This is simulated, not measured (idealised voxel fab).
The process module presented herein is designated voxel capacitor over wiring.
Pictured: cross-section cut, 250 nm wide, on a grid of 5 nm square cells.
Cross-section layout: square cells on a grid; listed as bands, top to bottom; a band spans one or more cell rows. The band entry comprises the height of the band's top followed by the height of its bottom, expressed in nm, and subsequently the band's materials from left to right, each stated together with its width in nm. Where a single material is marked with the word "everywhere", that material fills the band from edge to edge. The word "air" represents empty space. Counting heights begins at 0, where everything beneath is, in the wafer as received, one material. The lowest band has no bottom; it goes on downwards, as "top 0, no bottom" shows. The notation "30..40" denotes a width that varies across the rows of cells in the band, beginning at the first number in the top row, finishing at the second number in the bottom row, and changing by an identical amount from each row to the next. Given "remains unaltered" for a step, no cell of the cross-section differs between before and after that step. The list in "Sealed cavities" covers empty spaces of 8 cells or more that cannot reach the top through any open way, and it gives each as width x height at distance; the distance is from the left edge, and width, height and distance are in nm. The remark found on a step's line after its settings is issued by the simulator itself and pertains to that step. What "overlay nm" on a step's line means: if the step has a mask, that mask lay this far to the right of its planned place, or, when the value is negative, to the left.
BELOW IS THE LIST OF PLANNED PROCESS STEPS
| 1 | RECEIVE with material Si |
| 2 | CONFORMAL_DEP with material SiO2, thk nm 15 |
| 3 | CONFORMAL_DEP with material SiCN, thk nm 5 |
| 4 | DIRECTIONAL_DEP with material lowk, thk nm 15 |
| 5 | DIRECTIONAL_DEP with material aC, thk nm 15 |
| 6 | PATTERN with tone open, mask id METAL_1, material resist, width nm 30, pitch nm 90, thk nm 30, overlay nm 0 |
| 7 | DIRECTIONAL_ETCH with etch materials aC, depth nm 15 |
| 8 | STRIP with etch materials resist |
| 9 | DIRECTIONAL_ETCH with etch materials lowk, depth nm 15 |
| 10 | DIRECTIONAL_ETCH with etch materials SiCN, depth nm 5 |
| 11 | STRIP with etch materials aC |
| 12 | CONFORMAL_DEP with material TiN, thk nm 5 |
| 13 | FILL_DEP with material Cu, thk nm 10 |
| 14 | CMP with height nm 35 |
| 15 | CONFORMAL_DEP with material SiCN, thk nm 5 |
| 16 | DIRECTIONAL_DEP with material SiO2, thk nm 15 |
| 17 | MASKED_ETCH with tone open, mask id PLUG_1, width nm 15, etch materials SiO2, depth nm 15, overlay nm 0 |
| 18 | MASKED_ETCH with tone open, mask id PLUG_1, width nm 15, etch materials SiCN, depth nm 5, overlay nm 0 |
| 19 | EPI with material Ru, thk nm 10 |
| 20 | EPI with material Ru, thk nm 10 |
| 21 | DIRECTIONAL_DEP with material TiN, thk nm 10 |
| 22 | DIRECTIONAL_DEP with material Al2O3, thk nm 5 |
| 23 | DIRECTIONAL_DEP with material TiN, thk nm 10 |
| 24 | MASKED_ETCH with tone cover, mask id UPPER_PLATE, width nm 65, etch materials TiN, depth nm 10, overlay nm 0 |
| 25 | MASKED_ETCH with tone cover, mask id UPPER_PLATE, width nm 65, etch materials Al2O3, depth nm 5, overlay nm 0 |
| 26 | PATTERN with tone cover, mask id LOWER_PLATE, material resist, width nm 75, thk nm 20, overlay nm 0 |
| 27 | DIRECTIONAL_ETCH with etch materials TiN, depth nm 10 |
| 28 | STRIP with etch materials resist |
| 29 | FILL_DEP with material SiO2, thk nm 15 |
| 30 | CMP with height nm 90 |
| 31 | PATTERN with tone open, mask id PLUG_2, material resist, width nm 15, thk nm 15, overlay nm 0 |
| 32 | DIRECTIONAL_ETCH with etch materials SiO2, depth nm 10 |
| 33 | STRIP with etch materials resist |
| 34 | CONFORMAL_DEP with material TiN, thk nm 5 |
| 35 | FILL_DEP with material Ru, thk nm 5 |
| 36 | CMP with height nm 90 |
| 37 | CONFORMAL_DEP with material SiCN, thk nm 5 |
THE FOLLOWING PERTAINS TO THE FIRST OF TWO WAFERS, WHICH WAS PROCESSED AS PLANNED
SO THIS IS THE INCOMING WAFER IN CROSS-SECTION - IT'S ALREADY BEEN THROUGH STEP 1
> top 0, no bottom = Si everywhere
> Sealed cavities: none
CROSS-SECTION OF THE WAFER SUBSEQUENT TO STEP 2
> top 15, bottom 0 = SiO2 everywhere
> Beneath the level 0, the cross-section is identical to its previous state.
CROSS-SECTION OF THE WAFER SUBSEQUENT TO STEP 3
> top 20, bottom 15 = SiCN everywhere
> Beneath the level 15, the cross-section is identical to its previous state.
CROSS-SECTION OF THE WAFER SUBSEQUENT TO STEP 4
> top 35, bottom 20 = lowk everywhere
> Beneath the level 20, the cross-section is identical to its previous state.
CROSS-SECTION OF THE WAFER SUBSEQUENT TO STEP 5
> top 50, bottom 35 = aC everywhere
> Beneath the level 35, the cross-section is identical to its previous state.
CROSS-SECTION OF THE WAFER SUBSEQUENT TO STEP 6
> top 80, bottom 50 = 65 nm resist  30 nm air  60 nm resist  30 nm air  65 nm resist
> Beneath the level 50, the cross-section is identical to its previous state.
CROSS-SECTION OF THE WAFER SUBSEQUENT TO STEP 7
> top 65, bottom 50 = 65 nm resist  30 nm air  60 nm resist  30 nm air  65 nm resist
> top 50, bottom 35 = 65 nm aC  30 nm air  60 nm aC  30 nm air  65 nm aC
> Beneath the level 35, the cross-section is identical to its previous state.
CROSS-SECTION OF THE WAFER SUBSEQUENT TO STEP 8
> top 50, bottom 35 = 65 nm aC  30 nm air  60 nm aC  30 nm air  65 nm aC
> Beneath the level 35, the cross-section is identical to its previous state.
CROSS-SECTION OF THE WAFER SUBSEQUENT TO STEP 9
> top 50, bottom 35 = 65 nm aC  30 nm air  60 nm aC  30 nm air  65 nm aC
> top 35, bottom 20 = 65 nm lowk  30 nm air  60 nm lowk  30 nm air  65 nm lowk
> Beneath the level 20, the cross-section is identical to its previous state.
CROSS-SECTION OF THE WAFER SUBSEQUENT TO STEP 10
> top 50, bottom 35 = 65 nm aC  30 nm air  60 nm aC  30 nm air  65 nm aC
> top 35, bottom 20 = 65 nm lowk  30 nm air  60 nm lowk  30 nm air  65 nm lowk
> top 20, bottom 15 = 65 nm SiCN  30 nm air  60 nm SiCN  30 nm air  65 nm SiCN
> Beneath the level 15, the cross-section is identical to its previous state.
CROSS-SECTION OF THE WAFER SUBSEQUENT TO STEP 11
> top 35, bottom 20 = 65 nm lowk  30 nm air  60 nm lowk  30 nm air  65 nm lowk
> Beneath the level 20, the cross-section is identical to its previous state.
CROSS-SECTION OF THE WAFER SUBSEQUENT TO STEP 12
> top 40, bottom 35 = 70 nm TiN  20 nm air  70 nm TiN  20 nm air  70 nm TiN
> top 35, bottom 20 = 65 nm lowk  5 nm TiN  20 nm air  5 nm TiN  60 nm lowk  5 nm TiN  20 nm air  5 nm TiN  65 nm lowk
> top 20, bottom 15 = 65 nm SiCN  30 nm TiN  60 nm SiCN  30 nm TiN  65 nm SiCN
> Beneath the level 15, the cross-section is identical to its previous state.
CROSS-SECTION OF THE WAFER SUBSEQUENT TO STEP 13
> top 50, bottom 40 = Cu everywhere
> top 40, bottom 35 = 70 nm TiN  20 nm Cu  70 nm TiN  20 nm Cu  70 nm TiN
> top 35, bottom 20 = 65 nm lowk  5 nm TiN  20 nm Cu  5 nm TiN  60 nm lowk  5 nm TiN  20 nm Cu  5 nm TiN  65 nm lowk
> Beneath the level 20, the cross-section is identical to its previous state.
CROSS-SECTION OF THE WAFER SUBSEQUENT TO STEP 14
> top 35, bottom 20 = 65 nm lowk  5 nm TiN  20 nm Cu  5 nm TiN  60 nm lowk  5 nm TiN  20 nm Cu  5 nm TiN  65 nm lowk
> Beneath the level 20, the cross-section is identical to its previous state.
CROSS-SECTION OF THE WAFER SUBSEQUENT TO STEP 15
> top 40, bottom 35 = SiCN everywhere
> Beneath the level 35, the cross-section is identical to its previous state.
CROSS-SECTION OF THE WAFER SUBSEQUENT TO STEP 16
> top 55, bottom 40 = SiO2 everywhere
> Beneath the level 40, the cross-section is identical to its previous state.
CROSS-SECTION OF THE WAFER SUBSEQUENT TO STEP 17
> top 55, bottom 40 = 80 nm SiO2  15 nm air  155 nm SiO2
> Beneath the level 40, the cross-section is identical to its previous state.
CROSS-SECTION OF THE WAFER SUBSEQUENT TO STEP 18
> top 55, bottom 40 = 80 nm SiO2  15 nm air  155 nm SiO2
> top 40, bottom 35 = 80 nm SiCN  15 nm air  155 nm SiCN
> Beneath the level 35, the cross-section is identical to its previous state.
CROSS-SECTION OF THE WAFER SUBSEQUENT TO STEP 19
> top 55, bottom 45 = 80 nm SiO2  15 nm air  155 nm SiO2
> top 45, bottom 40 = 80 nm SiO2  15 nm Ru  155 nm SiO2
> top 40, bottom 35 = 80 nm SiCN  15 nm Ru  155 nm SiCN
> Beneath the level 35, the cross-section is identical to its previous state.
CROSS-SECTION OF THE WAFER SUBSEQUENT TO STEP 20
> top 55, bottom 40 = 80 nm SiO2  15 nm Ru  155 nm SiO2
> Beneath the level 40, the cross-section is identical to its previous state.
CROSS-SECTION OF THE WAFER SUBSEQUENT TO STEP 21
> top 65, bottom 55 = TiN everywhere
> Beneath the level 55, the cross-section is identical to its previous state.
CROSS-SECTION OF THE WAFER SUBSEQUENT TO STEP 22
> top 70, bottom 65 = Al2O3 everywhere
> Beneath the level 65, the cross-section is identical to its previous state.
CROSS-SECTION OF THE WAFER SUBSEQUENT TO STEP 23
> top 80, bottom 70 = TiN everywhere
> Beneath the level 70, the cross-section is identical to its previous state.
CROSS-SECTION OF THE WAFER SUBSEQUENT TO STEP 24
> top 80, bottom 70 = 80 nm air  65 nm TiN  105 nm air
> Beneath the level 70, the cross-section is identical to its previous state.
CROSS-SECTION OF THE WAFER SUBSEQUENT TO STEP 25
> top 80, bottom 70 = 80 nm air  65 nm TiN  105 nm air
> top 70, bottom 65 = 80 nm air  65 nm Al2O3  105 nm air
> Beneath the level 65, the cross-section is identical to its previous state.
CROSS-SECTION OF THE WAFER SUBSEQUENT TO STEP 26
> top 100, bottom 80 = 75 nm air  75 nm resist  100 nm air
> top 80, bottom 70 = 75 nm air  5 nm resist  65 nm TiN  5 nm resist  100 nm air
> top 70, bottom 65 = 75 nm air  5 nm resist  65 nm Al2O3  5 nm resist  100 nm air
> Beneath the level 65, the cross-section is identical to its previous state.
CROSS-SECTION OF THE WAFER SUBSEQUENT TO STEP 27
> top 100, bottom 80 = 75 nm air  75 nm resist  100 nm air
> top 80, bottom 70 = 75 nm air  5 nm resist  65 nm TiN  5 nm resist  100 nm air
> top 70, bottom 65 = 75 nm air  5 nm resist  65 nm Al2O3  5 nm resist  100 nm air
> top 65, bottom 55 = 75 nm air  75 nm TiN  100 nm air
> Beneath the level 55, the cross-section is identical to its previous state.
CROSS-SECTION OF THE WAFER SUBSEQUENT TO STEP 28
> top 80, bottom 70 = 80 nm air  65 nm TiN  105 nm air
> top 70, bottom 65 = 80 nm air  65 nm Al2O3  105 nm air
> Beneath the level 65, the cross-section is identical to its previous state.
CROSS-SECTION OF THE WAFER SUBSEQUENT TO STEP 29
> top 95, bottom 80 = SiO2 everywhere
> top 80, bottom 70 = 80 nm SiO2  65 nm TiN  105 nm SiO2
> top 70, bottom 65 = 80 nm SiO2  65 nm Al2O3  105 nm SiO2
> top 65, bottom 55 = 75 nm SiO2  75 nm TiN  100 nm SiO2
> Beneath the level 55, the cross-section is identical to its previous state.
CROSS-SECTION OF THE WAFER SUBSEQUENT TO STEP 30
> top 90, bottom 80 = SiO2 everywhere
> Beneath the level 80, the cross-section is identical to its previous state.
CROSS-SECTION OF THE WAFER SUBSEQUENT TO STEP 31
> top 105, bottom 90 = 90 nm resist  15 nm air  145 nm resist
> Beneath the level 90, the cross-section is identical to its previous state.
CROSS-SECTION OF THE WAFER SUBSEQUENT TO STEP 32
> top 105, bottom 90 = 90 nm resist  15 nm air  145 nm resist
> top 90, bottom 80 = 90 nm SiO2  15 nm air  145 nm SiO2
> Beneath the level 80, the cross-section is identical to its previous state.
CROSS-SECTION OF THE WAFER SUBSEQUENT TO STEP 33
> top 90, bottom 80 = 90 nm SiO2  15 nm air  145 nm SiO2
> Beneath the level 80, the cross-section is identical to its previous state.
CROSS-SECTION OF THE WAFER SUBSEQUENT TO STEP 34
> top 95, bottom 90 = 95 nm TiN  5 nm air  150 nm TiN
> top 90, bottom 85 = 90 nm SiO2  5 nm TiN  5 nm air  5 nm TiN  145 nm SiO2
> top 85, bottom 80 = 90 nm SiO2  15 nm TiN  145 nm SiO2
> Beneath the level 80, the cross-section is identical to its previous state.
CROSS-SECTION OF THE WAFER SUBSEQUENT TO STEP 35
> top 100, bottom 95 = Ru everywhere
> top 95, bottom 90 = 95 nm TiN  5 nm Ru  150 nm TiN
> top 90, bottom 85 = 90 nm SiO2  5 nm TiN  5 nm Ru  5 nm TiN  145 nm SiO2
> Beneath the level 85, the cross-section is identical to its previous state.
CROSS-SECTION OF THE WAFER SUBSEQUENT TO STEP 36
> top 90, bottom 85 = 90 nm SiO2  5 nm TiN  5 nm Ru  5 nm TiN  145 nm SiO2
> Beneath the level 85, the cross-section is identical to its previous state.
CROSS-SECTION OF THE WAFER SUBSEQUENT TO STEP 37
> top 95, bottom 90 = SiCN everywhere
> Beneath the level 90, the cross-section is identical to its previous state.
THE REMAINING WAFER, SECOND OF THE TWO, STARTED LIKE THE FIRST AND WAS RUN TO THE SAME PLAN, EXCEPT THAT ONE MISTAKE WAS MADE ALONG THE WAY; THE TWO COINCIDE THROUGH STEP 17, INCLUSIVE
LOOK AT THE SECOND WAFER IN CROSS-SECTION AT THE TIME STEP 18 OUGHT TO HAVE FINISHED
> top 55, bottom 40 = 80 nm SiO2  15 nm air  155 nm SiO2
> top 40, bottom 35 = 80 nm SiCN  5 nm air  165 nm SiCN
> Beneath the level 35, the cross-section is identical to its previous state.
LOOK AT THE SECOND WAFER IN CROSS-SECTION AT THE TIME STEP 19 OUGHT TO HAVE FINISHED
> top 55, bottom 45 = 80 nm SiO2  15 nm air  155 nm SiO2
> top 45, bottom 40 = 80 nm SiO2  10 nm Ru  5 nm air  155 nm SiO2
> top 40, bottom 35 = 80 nm SiCN  5 nm Ru  165 nm SiCN
> Beneath the level 35, the cross-section is identical to its previous state.
LOOK AT THE SECOND WAFER IN CROSS-SECTION AT THE TIME STEP 20 OUGHT TO HAVE FINISHED
> top 55, bottom 40 = 80 nm SiO2  15 nm Ru  155 nm SiO2
> Beneath the level 40, the cross-section is identical to its previous state.
LOOK AT THE SECOND WAFER IN CROSS-SECTION AT THE TIME STEP 21 OUGHT TO HAVE FINISHED
> top 65, bottom 55 = TiN everywhere
> Beneath the level 55, the cross-section is identical to its previous state.
LOOK AT THE SECOND WAFER IN CROSS-SECTION AT THE TIME STEP 22 OUGHT TO HAVE FINISHED
> top 70, bottom 65 = Al2O3 everywhere
> Beneath the level 65, the cross-section is identical to its previous state.
LOOK AT THE SECOND WAFER IN CROSS-SECTION AT THE TIME STEP 23 OUGHT TO HAVE FINISHED
> top 80, bottom 70 = TiN everywhere
> Beneath the level 70, the cross-section is identical to its previous state.
LOOK AT THE SECOND WAFER IN CROSS-SECTION AT THE TIME STEP 24 OUGHT TO HAVE FINISHED
> top 80, bottom 70 = 80 nm air  65 nm TiN  105 nm air
> Beneath the level 70, the cross-section is identical to its previous state.
LOOK AT THE SECOND WAFER IN CROSS-SECTION AT THE TIME STEP 25 OUGHT TO HAVE FINISHED
> top 80, bottom 70 = 80 nm air  65 nm TiN  105 nm air
> top 70, bottom 65 = 80 nm air  65 nm Al2O3  105 nm air
> Beneath the level 65, the cross-section is identical to its previous state.
LOOK AT THE SECOND WAFER IN CROSS-SECTION AT THE TIME STEP 26 OUGHT TO HAVE FINISHED
> top 100, bottom 80 = 75 nm air  75 nm resist  100 nm air
> top 80, bottom 70 = 75 nm air  5 nm resist  65 nm TiN  5 nm resist  100 nm air
> top 70, bottom 65 = 75 nm air  5 nm resist  65 nm Al2O3  5 nm resist  100 nm air
> Beneath the level 65, the cross-section is identical to its previous state.
LOOK AT THE SECOND WAFER IN CROSS-SECTION AT THE TIME STEP 27 OUGHT TO HAVE FINISHED
> top 100, bottom 80 = 75 nm air  75 nm resist  100 nm air
> top 80, bottom 70 = 75 nm air  5 nm resist  65 nm TiN  5 nm resist  100 nm air
> top 70, bottom 65 = 75 nm air  5 nm resist  65 nm Al2O3  5 nm resist  100 nm air
> top 65, bottom 55 = 75 nm air  75 nm TiN  100 nm air
> Beneath the level 55, the cross-section is identical to its previous state.
LOOK AT THE SECOND WAFER IN CROSS-SECTION AT THE TIME STEP 28 OUGHT TO HAVE FINISHED
> top 80, bottom 70 = 80 nm air  65 nm TiN  105 nm air
> top 70, bottom 65 = 80 nm air  65 nm Al2O3  105 nm air
> Beneath the level 65, the cross-section is identical to its previous state.
LOOK AT THE SECOND WAFER IN CROSS-SECTION AT THE TIME STEP 29 OUGHT TO HAVE FINISHED
> top 95, bottom 80 = SiO2 everywhere
> top 80, bottom 70 = 80 nm SiO2  65 nm TiN  105 nm SiO2
> top 70, bottom 65 = 80 nm SiO2  65 nm Al2O3  105 nm SiO2
> top 65, bottom 55 = 75 nm SiO2  75 nm TiN  100 nm SiO2
> Beneath the level 55, the cross-section is identical to its previous state.
LOOK AT THE SECOND WAFER IN CROSS-SECTION AT THE TIME STEP 30 OUGHT TO HAVE FINISHED
> top 90, bottom 80 = SiO2 everywhere
> Beneath the level 80, the cross-section is identical to its previous state.
LOOK AT THE SECOND WAFER IN CROSS-SECTION AT THE TIME STEP 31 OUGHT TO HAVE FINISHED
> top 105, bottom 90 = 90 nm resist  15 nm air  145 nm resist
> Beneath the level 90, the cross-section is identical to its previous state.
LOOK AT THE SECOND WAFER IN CROSS-SECTION AT THE TIME STEP 32 OUGHT TO HAVE FINISHED
> top 105, bottom 90 = 90 nm resist  15 nm air  145 nm resist
> top 90, bottom 80 = 90 nm SiO2  15 nm air  145 nm SiO2
> Beneath the level 80, the cross-section is identical to its previous state.
LOOK AT THE SECOND WAFER IN CROSS-SECTION AT THE TIME STEP 33 OUGHT TO HAVE FINISHED
> top 90, bottom 80 = 90 nm SiO2  15 nm air  145 nm SiO2
> Beneath the level 80, the cross-section is identical to its previous state.
LOOK AT THE SECOND WAFER IN CROSS-SECTION AT THE TIME STEP 34 OUGHT TO HAVE FINISHED
> top 95, bottom 90 = 95 nm TiN  5 nm air  150 nm TiN
> top 90, bottom 85 = 90 nm SiO2  5 nm TiN  5 nm air  5 nm TiN  145 nm SiO2
> top 85, bottom 80 = 90 nm SiO2  15 nm TiN  145 nm SiO2
> Beneath the level 80, the cross-section is identical to its previous state.
LOOK AT THE SECOND WAFER IN CROSS-SECTION AT THE TIME STEP 35 OUGHT TO HAVE FINISHED
> top 100, bottom 95 = Ru everywhere
> top 95, bottom 90 = 95 nm TiN  5 nm Ru  150 nm TiN
> top 90, bottom 85 = 90 nm SiO2  5 nm TiN  5 nm Ru  5 nm TiN  145 nm SiO2
> Beneath the level 85, the cross-section is identical to its previous state.
LOOK AT THE SECOND WAFER IN CROSS-SECTION AT THE TIME STEP 36 OUGHT TO HAVE FINISHED
> top 90, bottom 85 = 90 nm SiO2  5 nm TiN  5 nm Ru  5 nm TiN  145 nm SiO2
> Beneath the level 85, the cross-section is identical to its previous state.
LOOK AT THE SECOND WAFER IN CROSS-SECTION AT THE TIME STEP 37 OUGHT TO HAVE FINISHED
> top 95, bottom 90 = SiCN everywhere
> Beneath the level 90, the cross-section is identical to its previous state.
Misprocessing identified: step 18 was processed under conditions differing from the plan, specifically as MASKED_ETCH with tone open, mask id PLUG_1, width nm 15, etch materials SiCN, depth nm 5, overlay nm -10
Per the end-of-run cell counts, the second wafer holds more or fewer of some materials than the first: 2 fewer of Ru | 2 more of SiCN
